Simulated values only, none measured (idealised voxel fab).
Documented hereafter: the process module known as voxel transistor to metal.
Pictured: cross-section cut, 300 nm wide, on a grid of 5 nm square cells.
A cross-section is a grid of square cells, given in bands from the top down. A band is one or more rows of cells. First you get the band's top height and its bottom height, in nm, and then the materials it's made of, left to right, with each width in nm. If you see a single material with "everywhere", that one covers the band edge to edge. "empty" is empty space. Counting heights begins at 0, where everything beneath is, in the wafer as received, one material. The lowest band has no bottom; it goes on downwards, as "0 nm and below" shows. The width entry "30->40" should be interpreted row by row: the top row of cells in the band takes the first number, the bottom row takes the second number, and the change between adjacent rows is uniform throughout. "changes: none" (step): cross-section cells unchanged, all of them. The entry "Voids, sealed" lists the empty spaces that cover at least 8 cells and have no open path to the top. Each is written as width x height at distance, where the distance is measured from the left edge and all three values are in nm. If you see something after the settings on a step's line, that's the simulator's own remark about that step. overlay nm: mask right of planned place by this much (step with mask). Neg. = left. Every pair from here on: before one process step, after it. The after cross-section reaches only to the lowest band that changed. Below the pair: the step in between and its settings. Pairs can belong to different runs of this module on the same starting wafer; a pair carries on from the pair above only if the entry headed "Status before step" says so.
Status before step:
- 45 nm to 30 nm | 45 of SiO2, 15 of empty, 55 of SiO2, 15 of empty, 40 of SiO2, 15 of empty, 55 of SiO2, 15 of empty, 45 of SiO2
- 30 nm to 20 nm | 45 of SiO2, 15 of empty, 5 of SiO2, 10 of SiN, 25 of SiCN, 10 of SiN, 5 of SiO2, 15 of empty, 40 of SiO2, 15 of empty, 5 of SiO2, 10 of SiN, 25 of SiCN, 10 of SiN, 5 of SiO2, 15 of empty, 45 of SiO2
- 20 nm to 15 nm | 45 of SiO2, 15 of empty, 5 of SiO2, 10 of SiN, 25 of polySi, 10 of SiN, 5 of SiO2, 15 of empty, 40 of SiO2, 15 of empty, 5 of SiO2, 10 of SiN, 25 of polySi, 10 of SiN, 5 of SiO2, 15 of empty, 45 of SiO2
- 15 nm to 10 nm | 45 of SiO2, 20 of pSi, 10 of SiN, 25 of polySi, 10 of SiN, 20 of pSi, 40 of SiO2, 20 of pSi, 10 of SiN, 25 of polySi, 10 of SiN, 20 of pSi, 45 of SiO2
- 10 nm to 0 nm | 30 of SiO2, 35 of pSi, 10 of SiN, 25 of polySi, 10 of SiN, 35 of pSi, 10 of SiO2, 35 of pSi, 10 of SiN, 25 of polySi, 10 of SiN, 35 of pSi, 30 of SiO2
- 0 nm to -5 nm | 30 of SiO2, 10 of SiN, 25 of pSi, 45 of SiO2, 25 of pSi, 10 of SiN, 10 of SiO2, 10 of SiN, 25 of pSi, 45 of SiO2, 25 of pSi, 10 of SiN, 30 of SiO2
- -5 nm to -10 nm | 45 of SiO2, 20 of pSi, 45 of Si, 20 of pSi, 40 of SiO2, 20 of pSi, 45 of Si, 20 of pSi, 45 of SiO2
- -10 nm to -20 nm | 35 of SiO2, 10 of Si, 20 of pSi, 45 of Si, 20 of pSi, 10 of Si, 20 of SiO2, 10 of Si, 20 of pSi, 45 of Si, 20 of pSi, 10 of Si, 35 of SiO2
- -20 nm to -40 nm | 35 of SiO2, 105 of Si, 20 of SiO2, 105 of Si, 35 of SiO2
- -40 nm and below | Si everywhere
- Voids, sealed: none
Cut View, Post-Step:
- 50 nm to 45 nm | 50 of TiN, 5 of empty, 65 of TiN, 5 of empty, 50 of TiN, 5 of empty, 65 of TiN, 5 of empty, 50 of TiN
- 45 nm to 30 nm | 45 of SiO2, 5 of TiN, 5 of empty, 5 of TiN, 55 of SiO2, 5 of TiN, 5 of empty, 5 of TiN, 40 of SiO2, 5 of TiN, 5 of empty, 5 of TiN, 55 of SiO2, 5 of TiN, 5 of empty, 5 of TiN, 45 of SiO2
- 30 nm to 20 nm | 45 of SiO2, 5 of TiN, 5 of empty, 5 of TiN, 5 of SiO2, 10 of SiN, 25 of SiCN, 10 of SiN, 5 of SiO2, 5 of TiN, 5 of empty, 5 of TiN, 40 of SiO2, 5 of TiN, 5 of empty, 5 of TiN, 5 of SiO2, 10 of SiN, 25 of SiCN, 10 of SiN, 5 of SiO2, 5 of TiN, 5 of empty, 5 of TiN, 45 of SiO2
- 20 nm to 15 nm | 45 of SiO2, 15 of TiN, 5 of SiO2, 10 of SiN, 25 of polySi, 10 of SiN, 5 of SiO2, 15 of TiN, 40 of SiO2, 15 of TiN, 5 of SiO2, 10 of SiN, 25 of polySi, 10 of SiN, 5 of SiO2, 15 of TiN, 45 of SiO2
- Below 15, the layers are the same as they were.
- Voids, sealed: none
Step between the cross-sections above: CONFORMAL_DEP | material TiN | thk nm 5
Status before step: check the pair just above; its after cross-section is our before state.
Cut View, Post-Step:
- 60 nm to 50 nm | Ru everywhere
- 50 nm to 45 nm | 50 of TiN, 5 of Ru, 65 of TiN, 5 of Ru, 50 of TiN, 5 of Ru, 65 of TiN, 5 of Ru, 50 of TiN
- 45 nm to 30 nm | 45 of SiO2, 5 of TiN, 5 of Ru, 5 of TiN, 55 of SiO2, 5 of TiN, 5 of Ru, 5 of TiN, 40 of SiO2, 5 of TiN, 5 of Ru, 5 of TiN, 55 of SiO2, 5 of TiN, 5 of Ru, 5 of TiN, 45 of SiO2
- 30 nm to 20 nm | 45 of SiO2, 5 of TiN, 5 of Ru, 5 of TiN, 5 of SiO2, 10 of SiN, 25 of SiCN, 10 of SiN, 5 of SiO2, 5 of TiN, 5 of Ru, 5 of TiN, 40 of SiO2, 5 of TiN, 5 of Ru, 5 of TiN, 5 of SiO2, 10 of SiN, 25 of SiCN, 10 of SiN, 5 of SiO2, 5 of TiN, 5 of Ru, 5 of TiN, 45 of SiO2
- Below 20, the layers are the same as they were.
- Voids, sealed: none
Step between the cross-sections above: FILL_DEP | material Ru | thk nm 10
Status before step: check the pair just above; its after cross-section is our before state.
Cut View, Post-Step:
- 45 nm to 30 nm | 45 of SiO2, 5 of TiN, 5 of Ru, 5 of TiN, 55 of SiO2, 5 of TiN, 5 of Ru, 5 of TiN, 40 of SiO2, 5 of TiN, 5 of Ru, 5 of TiN, 55 of SiO2, 5 of TiN, 5 of Ru, 5 of TiN, 45 of SiO2
- Below 30, the layers are the same as they were.
- Voids, sealed: none
Step between the cross-sections above: CMP | height nm 45
Status before step: check the pair just above; its after cross-section is our before state.
Cut View, Post-Step:
- 50 nm to 45 nm | SiCN everywhere
- Below 45, the layers are the same as they were.
- Voids, sealed: none
Step between the cross-sections above: CONFORMAL_DEP | material SiCN | thk nm 5
Status before step: check the pair just above; its after cross-section is our before state.
Cut View, Post-Step:
- 70 nm to 50 nm | lowk everywhere
- Below 50, the layers are the same as they were.
- Voids, sealed: none
Step between the cross-sections above: DIRECTIONAL_DEP | material lowk | thk nm 20
Status before step: check the pair just above; its after cross-section is our before state.
Cut View, Post-Step:
- 80 nm to 70 nm | aC everywhere
- Below 70, the layers are the same as they were.
- Voids, sealed: none
Step between the cross-sections above: DIRECTIONAL_DEP | material aC | thk nm 10
Status before step: check the pair just above; its after cross-section is our before state.
Cut View, Post-Step:
- 105 nm to 80 nm | 45 of resist, 15 of empty, 55 of resist, 15 of empty, 40 of resist, 15 of empty, 55 of resist, 15 of empty, 45 of resist
- Below 80, the layers are the same as they were.
- Voids, sealed: none
Step between the cross-sections above: PATTERN | tone open | mask id METAL_1 | material resist | width nm 15 | thk nm 25 | overlay nm 0
Status before step: check the pair just above; its after cross-section is our before state.
Cut View, Post-Step:
- 95 nm to 80 nm | 45 of resist, 15 of empty, 55 of resist, 15 of empty, 40 of resist, 15 of empty, 55 of resist, 15 of empty, 45 of resist
- 80 nm to 70 nm | 45 of aC, 15 of empty, 55 of aC, 15 of empty, 40 of aC, 15 of empty, 55 of aC, 15 of empty, 45 of aC
- Below 70, the layers are the same as they were.
- Voids, sealed: none
Step between the cross-sections above: DIRECTIONAL_ETCH | etch materials aC | depth nm 10
Status before step: check the pair just above; its after cross-section is our before state.
Cut View, Post-Step:
- 80 nm to 70 nm | 45 of aC, 15 of empty, 55 of aC, 15 of empty, 40 of aC, 15 of empty, 55 of aC, 15 of empty, 45 of aC
- Below 70, the layers are the same as they were.
- Voids, sealed: none
Step between the cross-sections above: STRIP | etch materials resist
Status before step: check the pair just above; its after cross-section is our before state.
Cut View, Post-Step:
- 80 nm to 70 nm | 45 of aC, 15 of empty, 55 of aC, 15 of empty, 40 of aC, 15 of empty, 55 of aC, 15 of empty, 45 of aC
- 70 nm to 50 nm | 45 of lowk, 15 of empty, 55 of lowk, 15 of empty, 40 of lowk, 15 of empty, 55 of lowk, 15 of empty, 45 of lowk
- Below 50, the layers are the same as they were.
- Voids, sealed: none
Step between the cross-sections above: DIRECTIONAL_ETCH | etch materials lowk | depth nm 20
Status before step: check the pair just above; its after cross-section is our before state.
Cut View, Post-Step:
- 80 nm to 70 nm | 45 of aC, 15 of empty, 55 of aC, 15 of empty, 40 of aC, 15 of empty, 55 of aC, 15 of empty, 45 of aC
- 70 nm to 50 nm | 45 of lowk, 15 of empty, 55 of lowk, 15 of empty, 40 of lowk, 15 of empty, 55 of lowk, 15 of empty, 45 of lowk
- 50 nm to 45 nm | 45 of SiCN, 15 of empty, 55 of SiCN, 15 of empty, 40 of SiCN, 15 of empty, 55 of SiCN, 15 of empty, 45 of SiCN
- Below 45, the layers are the same as they were.
- Voids, sealed: none
Step between the cross-sections above: DIRECTIONAL_ETCH | etch materials SiCN | depth nm 5
Status before step: check the pair just above; its after cross-section is our before state.
Cut View, Post-Step:
- 70 nm to 50 nm | 45 of lowk, 15 of empty, 55 of lowk, 15 of empty, 40 of lowk, 15 of empty, 55 of lowk, 15 of empty, 45 of lowk
- Below 50, the layers are the same as they were.
- Voids, sealed: none
Step between the cross-sections above: STRIP | etch materials aC
Status before step: check the pair just above; its after cross-section is our before state.
Cut View, Post-Step:
- 75 nm to 70 nm | 50 of TiN, 5 of empty, 65 of TiN, 5 of empty, 50 of TiN, 5 of empty, 65 of TiN, 5 of empty, 50 of TiN
- 70 nm to 50 nm | 45 of lowk, 5 of TiN, 5 of empty, 5 of TiN, 55 of lowk, 5 of TiN, 5 of empty, 5 of TiN, 40 of lowk, 5 of TiN, 5 of empty, 5 of TiN, 55 of lowk, 5 of TiN, 5 of empty, 5 of TiN, 45 of lowk
- 50 nm to 45 nm | 45 of SiCN, 15 of TiN, 55 of SiCN, 15 of TiN, 40 of SiCN, 15 of TiN, 55 of SiCN, 15 of TiN, 45 of SiCN
- Below 45, the layers are the same as they were.
- Voids, sealed: none
Step between the cross-sections above: CONFORMAL_DEP | material TiN | thk nm 5
Status before step: check the pair just above; its after cross-section is our before state.
Cut View, Post-Step:
- 85 nm to 75 nm | W everywhere
- 75 nm to 70 nm | 50 of TiN, 5 of W, 65 of TiN, 5 of W, 50 of TiN, 5 of W, 65 of TiN, 5 of W, 50 of TiN
- 70 nm to 50 nm | 45 of lowk, 5 of TiN, 5 of W, 5 of TiN, 55 of lowk, 5 of TiN, 5 of W, 5 of TiN, 40 of lowk, 5 of TiN, 5 of W, 5 of TiN, 55 of lowk, 5 of TiN, 5 of W, 5 of TiN, 45 of lowk
- Below 50, the layers are the same as they were.
- Voids, sealed: none
Step between the cross-sections above: FILL_DEP | material W | thk nm 10
Status before step: check the pair just above; its after cross-section is our before state.
Cut View, Post-Step:
- 70 nm to 50 nm | 45 of lowk, 5 of TiN, 5 of W, 5 of TiN, 55 of lowk, 5 of TiN, 5 of W, 5 of TiN, 40 of lowk, 5 of TiN, 5 of W, 5 of TiN, 55 of lowk, 5 of TiN, 5 of W, 5 of TiN, 45 of lowk
- Below 50, the layers are the same as they were.
- Voids, sealed: none
Step between the cross-sections above: CMP | height nm 70
Status before step: check the pair just above; its after cross-section is our before state.
Cut View, Post-Step:
- 75 nm to 70 nm | SiN everywhere
- Below 70, the layers are the same as they were.
- Voids, sealed: none
Step between the cross-sections above: CONFORMAL_DEP | material SiN | thk nm 5
Status before step:
- 85 nm to 75 nm | W everywhere
- 75 nm to 70 nm | 50 of TiN, 5 of W, 65 of TiN, 5 of W, 50 of TiN, 5 of W, 65 of TiN, 5 of W, 50 of TiN
- 70 nm to 50 nm | 45 of lowk, 5 of TiN, 5 of W, 5 of TiN, 55 of lowk, 5 of TiN, 5 of W, 5 of TiN, 40 of lowk, 5 of TiN, 5 of W, 5 of TiN, 55 of lowk, 5 of TiN, 5 of W, 5 of TiN, 45 of lowk
- 50 nm to 45 nm | 45 of SiCN, 15 of TiN, 55 of SiCN, 15 of TiN, 40 of SiCN, 15 of TiN, 55 of SiCN, 15 of TiN, 45 of SiCN
- 45 nm to 30 nm | 45 of SiO2, 5 of TiN, 5 of Ru, 5 of TiN, 55 of SiO2, 5 of TiN, 5 of Ru, 5 of TiN, 40 of SiO2, 5 of TiN, 5 of Ru, 5 of TiN, 55 of SiO2, 5 of TiN, 5 of Ru, 5 of TiN, 45 of SiO2
- 30 nm to 15 nm | 45 of SiO2, 5 of TiN, 5 of Ru, 5 of TiN, 5 of SiO2, 10 of SiN, 25 of SiCN, 10 of SiN, 5 of SiO2, 5 of TiN, 5 of Ru, 5 of TiN, 40 of SiO2, 5 of TiN, 5 of Ru, 5 of TiN, 5 of SiO2, 10 of SiN, 25 of SiCN, 10 of SiN, 5 of SiO2, 5 of TiN, 5 of Ru, 5 of TiN, 45 of SiO2
- 15 nm to 10 nm | 45 of SiO2, 15 of TiN, 5 of SiO2, 10 of SiN, 25 of polySi, 10 of SiN, 5 of SiO2, 15 of TiN, 40 of SiO2, 15 of TiN, 5 of SiO2, 10 of SiN, 25 of polySi, 10 of SiN, 5 of SiO2, 15 of TiN, 45 of SiO2
- 10 nm to -5 nm | 45 of SiO2, 20 of pSi, 10 of SiN, 25 of polySi, 10 of SiN, 20 of pSi, 40 of SiO2, 20 of pSi, 10 of SiN, 25 of polySi, 10 of SiN, 20 of pSi, 45 of SiO2
- -5 nm to -10 nm | 30 of SiO2, 35 of pSi, 45 of SiO2, 35 of pSi, 10 of SiO2, 35 of pSi, 45 of SiO2, 35 of pSi, 30 of SiO2
- -10 nm to -25 nm | 35 of SiO2, 30 of pSi, 45 of Si, 30 of pSi, 20 of SiO2, 30 of pSi, 45 of Si, 30 of pSi, 35 of SiO2
- -25 nm to -40 nm | 35 of SiO2, 105 of Si, 20 of SiO2, 105 of Si, 35 of SiO2
- -40 nm and below | Si everywhere
- Voids, sealed: none
Cut View, Post-Step:
- 80 nm to 75 nm | W everywhere
- Below 75, the layers are the same as they were.
- Voids, sealed: none
Step between the cross-sections above: CMP | height nm 80
Status before step: check the pair just above; its after cross-section is our before state.
Cut View, Post-Step:
- 85 nm to 80 nm | SiN everywhere
- Below 80, the layers are the same as they were.
- Voids, sealed: none
Step between the cross-sections above: CONFORMAL_DEP | material SiN | thk nm 5
Status before step:
- 30 nm to 15 nm | SiCN everywhere
- 15 nm to -5 nm | polySi everywhere
- -5 nm to -10 nm | SiO2 everywhere
- -10 nm to -40 nm | 35 of SiO2, 105 of Si, 20 of SiO2, 105 of Si, 35 of SiO2
- -40 nm and below | Si everywhere
- Voids, sealed: none
Cut View, Post-Step:
- 30 nm to 15 nm | 80 of empty, 20 of SiCN, 105 of empty, 20 of SiCN, 75 of empty
- Below 15, the layers are the same as they were.
- Voids, sealed: none
Step between the cross-sections above: MASKED_ETCH | tone cover | mask id GATE | width nm 20 | pitch nm 125 | etch materials SiCN | depth nm 25 | overlay nm 0
Status before step: check the pair just above; its after cross-section is our before state.
Cut View, Post-Step:
- 30 nm to 15 nm | 80 of empty, 20 of SiCN, 105 of empty, 20 of SiCN, 75 of empty
- 15 nm to -5 nm | 75 of empty, 25 of polySi, 100 of empty, 25 of polySi, 75 of empty
- Below -5, the layers are the same as they were.
- Voids, sealed: none
Step between the cross-sections above: MASKED_ETCH | tone cover | mask id GATE | width nm 25 | pitch nm 125 | etch materials polySi | depth nm 30 | overlay nm 0
Status before step: check the pair just above; its after cross-section is our before state.
Cut View, Post-Step:
- 40 nm to 30 nm | 70 of empty, 40 of SiN, 85 of empty, 40 of SiN, 65 of empty
- 30 nm to 25 nm | 70 of empty, 10 of SiN, 20 of SiCN, 10 of SiN, 85 of empty, 10 of SiN, 20 of SiCN, 10 of SiN, 65 of empty
- 25 nm to 15 nm | 65 of empty, 15 of SiN, 20 of SiCN, 10 of SiN, 80 of empty, 15 of SiN, 20 of SiCN, 10 of SiN, 65 of empty
- 15 nm to 5 nm | 65 of empty, 10 of SiN, 25 of polySi, 10 of SiN, 80 of empty, 10 of SiN, 25 of polySi, 10 of SiN, 65 of empty
- 5 nm to -5 nm | 75 of SiN, 25 of polySi, 100 of SiN, 25 of polySi, 75 of SiN
- Below -5, the layers are the same as they were.
- Voids, sealed: none
Step between the cross-sections above: CONFORMAL_DEP | material SiN | thk nm 10
Status before step: check the pair just above; its after cross-section is our before state.
Cut View, Post-Step:
- 30 nm to 15 nm | 70 of empty, 10 of SiN, 20 of SiCN, 10 of SiN, 85 of empty, 10 of SiN, 20 of SiCN, 10 of SiN, 65 of empty
- 15 nm to -5 nm | 65 of empty, 10 of SiN, 25 of polySi, 10 of SiN, 80 of empty, 10 of SiN, 25 of polySi, 10 of SiN, 65 of empty
- Below -5, the layers are the same as they were.
- Voids, sealed: none
Step between the cross-sections above: DIRECTIONAL_ETCH | etch materials SiN | depth nm 10
Status before step: check the pair just above; its after cross-section is our before state.
Cut View, Post-Step:
- 30 nm to 15 nm | 70 of empty, 10 of SiN, 20 of SiCN, 10 of SiN, 85 of empty, 10 of SiN, 20 of SiCN, 10 of SiN, 65 of empty
- 15 nm to -5 nm | 65 of empty, 10 of SiN, 25 of polySi, 10 of SiN, 80 of empty, 10 of SiN, 25 of polySi, 10 of SiN, 65 of empty
- -5 nm to -10 nm | 65 of empty, 45 of SiO2, 80 of empty, 45 of SiO2, 65 of empty
- Below -10, the layers are the same as they were.
- Voids, sealed: none
Step between the cross-sections above: DIRECTIONAL_ETCH | etch materials SiO2 | depth nm 5
Status before step: check the pair just above; its after cross-section is our before state.
Cut View, Post-Step:
- 30 nm to 15 nm | 70 of empty, 10 of SiN, 20 of SiCN, 10 of SiN, 85 of empty, 10 of SiN, 20 of SiCN, 10 of SiN, 65 of empty
- 15 nm to -5 nm | 65 of empty, 10 of SiN, 25 of polySi, 10 of SiN, 80 of empty, 10 of SiN, 25 of polySi, 10 of SiN, 65 of empty
- -5 nm to -10 nm | 65 of empty, 45 of SiO2, 80 of empty, 45 of SiO2, 65 of empty
- -10 nm to -25 nm | 35 of SiO2, 30 of empty, 45 of Si, 30 of empty, 20 of SiO2, 30 of empty, 45 of Si, 30 of empty, 35 of SiO2
- Below -25, the layers are the same as they were.
- Voids, sealed: none
Step between the cross-sections above: DIRECTIONAL_ETCH | etch materials Si | depth nm 15
Status before step: check the pair just above; its after cross-section is our before state.
Cut View, Post-Step:
- 30 nm to 15 nm | 70 of empty, 10 of SiN, 20 of SiCN, 10 of SiN, 85 of empty, 10 of SiN, 20 of SiCN, 10 of SiN, 65 of empty
- 15 nm to 10 nm | 65 of empty, 10 of SiN, 25 of polySi, 10 of SiN, 80 of empty, 10 of SiN, 25 of polySi, 10 of SiN, 65 of empty
- 10 nm to -5 nm | 45 of empty, 20 of pSi, 10 of SiN, 25 of polySi, 10 of SiN, 20 of pSi, 40 of empty, 20 of pSi, 10 of SiN, 25 of polySi, 10 of SiN, 20 of pSi, 45 of empty
- -5 nm to -10 nm | 30 of empty, 35 of pSi, 45 of SiO2, 35 of pSi, 10 of empty, 35 of pSi, 45 of SiO2, 35 of pSi, 30 of empty
- -10 nm to -25 nm | 35 of SiO2, 30 of pSi, 45 of Si, 30 of pSi, 20 of SiO2, 30 of pSi, 45 of Si, 30 of pSi, 35 of SiO2
- Below -25, the layers are the same as they were.
- Voids, sealed: none
Step between the cross-sections above: EPI | material pSi | thk nm 20
Status before step: check the pair just above; its after cross-section is our before state.
Cut View, Post-Step:
- 40 nm to 30 nm | SiO2 everywhere
- 30 nm to 15 nm | 70 of SiO2, 10 of SiN, 20 of SiCN, 10 of SiN, 85 of SiO2, 10 of SiN, 20 of SiCN, 10 of SiN, 65 of SiO2
- 15 nm to 10 nm | 65 of SiO2, 10 of SiN, 25 of polySi, 10 of SiN, 80 of SiO2, 10 of SiN, 25 of polySi, 10 of SiN, 65 of SiO2
- 10 nm to -5 nm | 45 of SiO2, 20 of pSi, 10 of SiN, 25 of polySi, 10 of SiN, 20 of pSi, 40 of SiO2, 20 of pSi, 10 of SiN, 25 of polySi, 10 of SiN, 20 of pSi, 45 of SiO2
- -5 nm to -10 nm | 30 of SiO2, 35 of pSi, 45 of SiO2, 35 of pSi, 10 of SiO2, 35 of pSi, 45 of SiO2, 35 of pSi, 30 of SiO2
- Below -10, the layers are the same as they were.
- Voids, sealed: none
Step between the cross-sections above: FILL_DEP | material SiO2 | thk nm 10
Status before step: check the pair just above; its after cross-section is our before state.
Cut View, Post-Step:
- 30 nm to 15 nm | 70 of SiO2, 10 of SiN, 20 of SiCN, 10 of SiN, 85 of SiO2, 10 of SiN, 20 of SiCN, 10 of SiN, 65 of SiO2
- Below 15, the layers are the same as they were.
- Voids, sealed: none
Step between the cross-sections above: CMP | height nm 30
Status before step: check the pair just above; its after cross-section is our before state.
Cut View, Post-Step:
- 45 nm to 30 nm | SiO2 everywhere
- Below 30, the layers are the same as they were.
- Voids, sealed: none
Step between the cross-sections above: DIRECTIONAL_DEP | material SiO2 | thk nm 15
Status before step: check the pair just above; its after cross-section is our before state.
Cut View, Post-Step:
- 60 nm to 45 nm | 45 of resist, 15 of empty, 55 of resist, 15 of empty, 40 of resist, 15 of empty, 55 of resist, 15 of empty, 45 of resist
- Below 45, the layers are the same as they were.
- Voids, sealed: none
Step between the cross-sections above: PATTERN | tone open | mask id CONTACT | material resist | width nm 15 | thk nm 15 | overlay nm 0
Status before step: check the pair just above; its after cross-section is our before state.
Cut View, Post-Step:
- 60 nm to 45 nm | 45 of resist, 15 of empty, 55 of resist, 15 of empty, 40 of resist, 15 of empty, 55 of resist, 15 of empty, 45 of resist
- 45 nm to 30 nm | 45 of SiO2, 15 of empty, 55 of SiO2, 15 of empty, 40 of SiO2, 15 of empty, 55 of SiO2, 15 of empty, 45 of SiO2
- 30 nm to 15 nm | 45 of SiO2, 15 of empty, 10 of SiO2, 10 of SiN, 20 of SiCN, 10 of SiN, 5 of SiO2, 15 of empty, 40 of SiO2, 15 of empty, 10 of SiO2, 10 of SiN, 20 of SiCN, 10 of SiN, 5 of SiO2, 15 of empty, 45 of SiO2
- 15 nm to 10 nm | 45 of SiO2, 15 of empty, 5 of SiO2, 10 of SiN, 25 of polySi, 10 of SiN, 5 of SiO2, 15 of empty, 40 of SiO2, 15 of empty, 5 of SiO2, 10 of SiN, 25 of polySi, 10 of SiN, 5 of SiO2, 15 of empty, 45 of SiO2
- Below 10, the layers are the same as they were.
- Voids, sealed: none
Step between the cross-sections above: DIRECTIONAL_ETCH | etch materials SiO2 | depth nm 35
Status before step: check the pair just above; its after cross-section is our before state.
Cut View, Post-Step:
- 45 nm to 30 nm | 45 of SiO2, 15 of empty, 55 of SiO2, 15 of empty, 40 of SiO2, 15 of empty, 55 of SiO2, 15 of empty, 45 of SiO2
- Below 30, the layers are the same as they were.
- Voids, sealed: none
Step between the cross-sections above: STRIP | etch materials resist
Status before step: check the pair just above; its after cross-section is our before state.
Cut View, Post-Step:
- 50 nm to 45 nm | 50 of TiN, 5 of empty, 65 of TiN, 5 of empty, 50 of TiN, 5 of empty, 65 of TiN, 5 of empty, 50 of TiN
- 45 nm to 30 nm | 45 of SiO2, 5 of TiN, 5 of empty, 5 of TiN, 55 of SiO2, 5 of TiN, 5 of empty, 5 of TiN, 40 of SiO2, 5 of TiN, 5 of empty, 5 of TiN, 55 of SiO2, 5 of TiN, 5 of empty, 5 of TiN, 45 of SiO2
- 30 nm to 15 nm | 45 of SiO2, 5 of TiN, 5 of empty, 5 of TiN, 10 of SiO2, 10 of SiN, 20 of SiCN, 10 of SiN, 5 of SiO2, 5 of TiN, 5 of empty, 5 of TiN, 40 of SiO2, 5 of TiN, 5 of empty, 5 of TiN, 10 of SiO2, 10 of SiN, 20 of SiCN, 10 of SiN, 5 of SiO2, 5 of TiN, 5 of empty, 5 of TiN, 45 of SiO2
- 15 nm to 10 nm | 45 of SiO2, 15 of TiN, 5 of SiO2, 10 of SiN, 25 of polySi, 10 of SiN, 5 of SiO2, 15 of TiN, 40 of SiO2, 15 of TiN, 5 of SiO2, 10 of SiN, 25 of polySi, 10 of SiN, 5 of SiO2, 15 of TiN, 45 of SiO2
- Below 10, the layers are the same as they were.
- Voids, sealed: none
Step between the cross-sections above: CONFORMAL_DEP | material TiN | thk nm 5
Status before step: check the pair just above; its after cross-section is our before state.
Cut View, Post-Step:
- 60 nm to 50 nm | Ru everywhere
- 50 nm to 45 nm | 50 of TiN, 5 of Ru, 65 of TiN, 5 of Ru, 50 of TiN, 5 of Ru, 65 of TiN, 5 of Ru, 50 of TiN
- 45 nm to 30 nm | 45 of SiO2, 5 of TiN, 5 of Ru, 5 of TiN, 55 of SiO2, 5 of TiN, 5 of Ru, 5 of TiN, 40 of SiO2, 5 of TiN, 5 of Ru, 5 of TiN, 55 of SiO2, 5 of TiN, 5 of Ru, 5 of TiN, 45 of SiO2
- 30 nm to 15 nm | 45 of SiO2, 5 of TiN, 5 of Ru, 5 of TiN, 10 of SiO2, 10 of SiN, 20 of SiCN, 10 of SiN, 5 of SiO2, 5 of TiN, 5 of Ru, 5 of TiN, 40 of SiO2, 5 of TiN, 5 of Ru, 5 of TiN, 10 of SiO2, 10 of SiN, 20 of SiCN, 10 of SiN, 5 of SiO2, 5 of TiN, 5 of Ru, 5 of TiN, 45 of SiO2
- Below 15, the layers are the same as they were.
- Voids, sealed: none
Step between the cross-sections above: FILL_DEP | material Ru | thk nm 10
Status before step: check the pair just above; its after cross-section is our before state.
Cut View, Post-Step:
- 45 nm to 30 nm | 45 of SiO2, 5 of TiN, 5 of Ru, 5 of TiN, 55 of SiO2, 5 of TiN, 5 of Ru, 5 of TiN, 40 of SiO2, 5 of TiN, 5 of Ru, 5 of TiN, 55 of SiO2, 5 of TiN, 5 of Ru, 5 of TiN, 45 of SiO2
- Below 30, the layers are the same as they were.
- Voids, sealed: none
Step between the cross-sections above: CMP | height nm 45
Status before step: check the pair just above; its after cross-section is our before state.
Cut View, Post-Step:
- 50 nm to 45 nm | SiCN everywhere
- Below 45, the layers are the same as they were.
- Voids, sealed: none
Step between the cross-sections above: CONFORMAL_DEP | material SiCN | thk nm 5
Status before step: check the pair just above; its after cross-section is our before state.
Cut View, Post-Step:
- 70 nm to 50 nm | lowk everywhere
- Below 50, the layers are the same as they were.
- Voids, sealed: none
Step between the cross-sections above: DIRECTIONAL_DEP | material lowk | thk nm 20
Status before step: check the pair just above; its after cross-section is our before state.
Cut View, Post-Step:
- 80 nm to 70 nm | aC everywhere
- Below 70, the layers are the same as they were.
- Voids, sealed: none
Step between the cross-sections above: DIRECTIONAL_DEP | material aC | thk nm 10
Status before step: check the pair just above; its after cross-section is our before state.
Cut View, Post-Step:
- 105 nm to 80 nm | 45 of resist, 15 of empty, 55 of resist, 15 of empty, 40 of resist, 15 of empty, 55 of resist, 15 of empty, 45 of resist
- Below 80, the layers are the same as they were.
- Voids, sealed: none
Step between the cross-sections above: PATTERN | tone open | mask id METAL_1 | material resist | width nm 15 | thk nm 25 | overlay nm 0
Status before step: check the pair just above; its after cross-section is our before state.
Cut View, Post-Step:
- 95 nm to 80 nm | 45 of resist, 15 of empty, 55 of resist, 15 of empty, 40 of resist, 15 of empty, 55 of resist, 15 of empty, 45 of resist
- 80 nm to 70 nm | 45 of aC, 15 of empty, 55 of aC, 15 of empty, 40 of aC, 15 of empty, 55 of aC, 15 of empty, 45 of aC
- Below 70, the layers are the same as they were.
- Voids, sealed: none
Step between the cross-sections above: DIRECTIONAL_ETCH | etch materials aC | depth nm 10
Status before step: check the pair just above; its after cross-section is our before state.
Cut View, Post-Step:
- 80 nm to 70 nm | 45 of aC, 15 of empty, 55 of aC, 15 of empty, 40 of aC, 15 of empty, 55 of aC, 15 of empty, 45 of aC
- Below 70, the layers are the same as they were.
- Voids, sealed: none
Step between the cross-sections above: STRIP | etch materials resist
Status before step: check the pair just above; its after cross-section is our before state.
Cut View, Post-Step:
- 80 nm to 70 nm | 45 of aC, 15 of empty, 55 of aC, 15 of empty, 40 of aC, 15 of empty, 55 of aC, 15 of empty, 45 of aC
- 70 nm to 50 nm | 45 of lowk, 15 of empty, 55 of lowk, 15 of empty, 40 of lowk, 15 of empty, 55 of lowk, 15 of empty, 45 of lowk
- Below 50, the layers are the same as they were.
- Voids, sealed: none
Step between the cross-sections above: DIRECTIONAL_ETCH | etch materials lowk | depth nm 20
Status before step: check the pair just above; its after cross-section is our before state.
Cut View, Post-Step:
- 80 nm to 70 nm | 45 of aC, 15 of empty, 55 of aC, 15 of empty, 40 of aC, 15 of empty, 55 of aC, 15 of empty, 45 of aC
- 70 nm to 50 nm | 45 of lowk, 15 of empty, 55 of lowk, 15 of empty, 40 of lowk, 15 of empty, 55 of lowk, 15 of empty, 45 of lowk
- 50 nm to 45 nm | 45 of SiCN, 15 of empty, 55 of SiCN, 15 of empty, 40 of SiCN, 15 of empty, 55 of SiCN, 15 of empty, 45 of SiCN
- Below 45, the layers are the same as they were.
- Voids, sealed: none
Step between the cross-sections above: DIRECTIONAL_ETCH | etch materials SiCN | depth nm 5
Status before step: check the pair just above; its after cross-section is our before state.
Cut View, Post-Step:
- 70 nm to 50 nm | 45 of lowk, 15 of empty, 55 of lowk, 15 of empty, 40 of lowk, 15 of empty, 55 of lowk, 15 of empty, 45 of lowk
- Below 50, the layers are the same as they were.
- Voids, sealed: none
Step between the cross-sections above: STRIP | etch materials aC
